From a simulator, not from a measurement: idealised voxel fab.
process module | voxel capacitor over wiring
190 nm wide, 5 nm square cells: that's cross-section cut.
Just so we're on the same page, the cross-sections are grids of square cells, and they're listed out in bands top to bottom, each band one or more rows deep.
Heights first: top, then bottom, in nm. Then materials, left to right, each with a width in nm. "full width" on a single material: fills the band edge to edge. "empty": empty space.
Convention: height 0 is the level below which the wafer, as received, is all one material. The lowest band does not terminate at the bottom but continues downward, represented as "0 -> down".
It should be noted that a width expressed as "30->40" varies in equal increments from row to row of cells within the band, taking the value of the first number at the top row and that of the second number at the bottom row.
"nothing got changed", as given for a step, is the statement that not any cell of the cross-section underwent a change during that step.
Empty spaces counting at least 8 cells and having no open way to the top are listed in "Sealed voids". The notation width x height at distance is used for each, the distance being from the left edge and all three values in nm.
Text after the settings on a step's line: the simulator's own remark on that step.
overlay nm: for a step with a mask, the amount by which the mask lay right of where it was planned; a negative amount means left of it.
Set out below are the planned steps of the process
| 1 | op RECEIVE | material Si |
| 2 | op CONFORMAL_DEP | material SiO2 | thk nm 15 |
| 3 | op CONFORMAL_DEP | material SiCN | thk nm 5 |
| 4 | op DIRECTIONAL_DEP | material lowk | thk nm 25 |
| 5 | op PATTERN | tone open | mask id METAL_1 | material resist | width nm 25 | pitch nm 75 | thk nm 20 | overlay nm 0 |
| 6 | op DIRECTIONAL_ETCH | etch materials lowk | depth nm 25 |
| 7 | op DIRECTIONAL_ETCH | etch materials SiCN | depth nm 5 |
| 8 | op STRIP | etch materials resist |
| 9 | op CONFORMAL_DEP | material TiN | thk nm 5 |
| 10 | op FILL_DEP | material Ru | thk nm 10 |
| 11 | op CMP | height nm 45 |
| 12 | op CONFORMAL_DEP | material SiCN | thk nm 5 |
| 13 | op DIRECTIONAL_DEP | material lowk | thk nm 15 |
| 14 | op PATTERN | tone open | mask id PLUG_1 | material resist | width nm 15 | thk nm 15 | overlay nm 0 |
| 15 | op DIRECTIONAL_ETCH | etch materials lowk | depth nm 15 |
| 16 | op DIRECTIONAL_ETCH | etch materials SiCN | depth nm 5 |
| 17 | op STRIP | etch materials resist |
| 18 | op EPI | material Ru | thk nm 10 |
| 19 | op EPI | material Ru | thk nm 10 |
| 20 | op DIRECTIONAL_DEP | material TiN | thk nm 10 |
| 21 | op DIRECTIONAL_DEP | material Al2O3 | thk nm 5 |
| 22 | op DIRECTIONAL_DEP | material TiN | thk nm 10 |
| 23 | op PATTERN | tone cover | mask id UPPER_PLATE | material resist | width nm 55 | thk nm 20 | overlay nm 0 |
| 24 | op DIRECTIONAL_ETCH | etch materials TiN | depth nm 10 |
| 25 | op DIRECTIONAL_ETCH | etch materials Al2O3 | depth nm 5 |
| 26 | op STRIP | etch materials resist |
| 27 | op MASKED_ETCH | tone cover | mask id LOWER_PLATE | width nm 65 | etch materials TiN | depth nm 10 | overlay nm 0 |
| 28 | op FILL_DEP | material SiO2 | thk nm 15 |
| 29 | op CMP | height nm 100 |
| 30 | op MASKED_ETCH | tone open | mask id PLUG_2 | width nm 15 | etch materials SiO2 | depth nm 10 | overlay nm 0 |
| 31 | op CONFORMAL_DEP | material TiN | thk nm 5 |
| 32 | op FILL_DEP | material W | thk nm 5 |
| 33 | op CMP | height nm 100 |
| 34 | op CONFORMAL_DEP | material SiN | thk nm 5 |
Wafer at receipt (post step 1), cross-section
- 0 -> down: Si full width
- Sealed voids: none
Cross-sectional view of the first of the two wafers upon completion of the module, processed in accordance with the plan
- 105 -> 100: SiN full width
- 100 -> 95: SiO2: 65 | TiN: 5 | W: 5 | TiN: 5 | SiO2: 110
- 95 -> 90: SiO2: 65 | TiN: 15 | SiO2: 110
- 90 -> 80: SiO2: 55 | TiN: 55 | SiO2: 80
- 80 -> 75: SiO2: 55 | Al2O3: 55 | SiO2: 80
- 75 -> 65: SiO2: 50 | TiN: 65 | SiO2: 75
- 65 -> 50: lowk: 55 | Ru: 15 | lowk: 120
- 50 -> 45: SiCN: 55 | Ru: 15 | SiCN: 120
- 45 -> 20: lowk: 45 | TiN: 5 | Ru: 15 | TiN: 5 | lowk: 50 | TiN: 5 | Ru: 15 | TiN: 5 | lowk: 45
- 20 -> 15: SiCN: 45 | TiN: 25 | SiCN: 50 | TiN: 25 | SiCN: 45
- 15 -> 0: SiO2 full width
- 0 -> down: Si full width
- Sealed voids: none
Wafer two (of two), end-of-module cross-section: start = wafer one, plan = wafer one, one run mistake
- 105 -> 100: SiN full width
- 100 -> 95: SiO2: 65 | TiN: 5 | W: 5 | TiN: 5 | SiO2: 110
- 95 -> 90: SiO2: 65 | TiN: 15 | SiO2: 110
- 90 -> 80: SiO2: 70 | TiN: 40 | SiO2: 80
- 80 -> 75: SiO2: 55 | TiN: 15 | Al2O3: 40 | SiO2: 80
- 75 -> 70: SiO2: 50 | TiN: 65 | SiO2: 75
- 70 -> 65: SiO2: 50 | TiN: 5 | Al2O3: 15 | TiN: 45 | SiO2: 75
- 65 -> 55: lowk: 55 | TiN: 15 | lowk: 120
- 55 -> 50: lowk: 55 | Ru: 15 | lowk: 120
- 50 -> 45: SiCN: 55 | Ru: 15 | SiCN: 120
- 45 -> 20: lowk: 45 | TiN: 5 | Ru: 15 | TiN: 5 | lowk: 50 | TiN: 5 | Ru: 15 | TiN: 5 | lowk: 45
- 20 -> 15: SiCN: 45 | TiN: 25 | SiCN: 50 | TiN: 25 | SiCN: 45
- 15 -> 0: SiO2 full width
- 0 -> down: Si full width
- Sealed voids: none
what went wrong: it is not possible to tell which of the identical steps 18 and 19 was omitted, only that one of them was
Bottom line after processing is that, in cells, the second wafer is up or down on some materials versus the first: Ru: 6 fewer | SiO2: 6 more
